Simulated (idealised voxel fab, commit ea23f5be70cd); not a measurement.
voxel ribs on slabs: a process module
Square cell edge 5 nm, section width 155 nm, ID cut.
We lay out every cross-section as a grid of square cells and spell it out in bands from the top down, where one band means one or more rows of cells.
Look at the band entry: it leads with the top's height and the bottom's height in nm. Then it lists the materials left to right, with a width in nm for each. The word "throughout" on a single material says that material fills the band edge to edge. The word "air" is empty space.
Where do heights start? At 0: under that level the wafer as delivered is made of one material only. And the lowest band has no floor; it just carries on downward, as in "0 -> down".
The two numbers in a width such as "30 to 40" mark its ends across the band: the first belongs to the top row of cells, the second to the bottom row, and from each row to the next the width moves by the same amount.
Given "remained unchanged" for a step, no cell of the cross-section differs between before and after that step.
Each empty space that has no open way to the top and spans at least 8 cells appears under "Sealed void inventory" as width x height at distance, the distance counted from the left edge, all in nm.
Text after the settings on a step's line: the simulator's own remark on that step.
On any step carrying a mask, the "overlay nm" setting, if present on the step's line, tells how far right of its planned place the mask lay; negative values point to the left.
Here's what the planned process steps look like:
1: RECEIVE | material Si
2: DIRECTIONAL_DEP | material SiO2 | thk nm 20
3: DIRECTIONAL_DEP | material polySi | thk nm 25
4: MASKED_ETCH | tone cover | mask id RIB | width nm 20 | etch materials polySi | depth nm 20 | overlay nm 0
5: MASKED_ETCH | tone cover | mask id SLAB | width nm 60 | etch materials polySi | depth nm 5 | overlay nm 0
6: FILL_DEP | material SiO2 | thk nm 20
7: CMP | height nm 55
8: DIRECTIONAL_DEP | material TiN | thk nm 10
9: PATTERN | tone cover | mask id HEATER | material resist | width nm 30 | thk nm 20 | overlay nm 0
10: DIRECTIONAL_ETCH | etch materials TiN | depth nm 10
11: STRIP | etch materials resist
12: CONFORMAL_DEP | material SiO2 | thk nm 5
Across this set of wafers, the varied parameter is the width nm of step 5. Starting conditions are identical for every wafer, and the plan reports the value assigned to the first wafer.
The first of several wafers, as received after step 1, seen in section:
* 0 -> down  Si throughout
* Sealed void inventory: none
Table: wafers, a row each; end-of-module cell change per material since receipt, gain (+), loss (-); then closed voids:
width nm 60; +348 SiO2; +12 TiN; +28 polySi; Sealed void inventory: none
width nm 65; +347 SiO2; +12 TiN; +29 polySi; Sealed void inventory: none
width nm 70; +346 SiO2; +12 TiN; +30 polySi; Sealed void inventory: none
width nm 75; +345 SiO2; +12 TiN; +31 polySi; Sealed void inventory: none
width nm 80; +344 SiO2; +12 TiN; +32 polySi; Sealed void inventory: none
width nm 85; +343 SiO2; +12 TiN; +33 polySi; Sealed void inventory: none
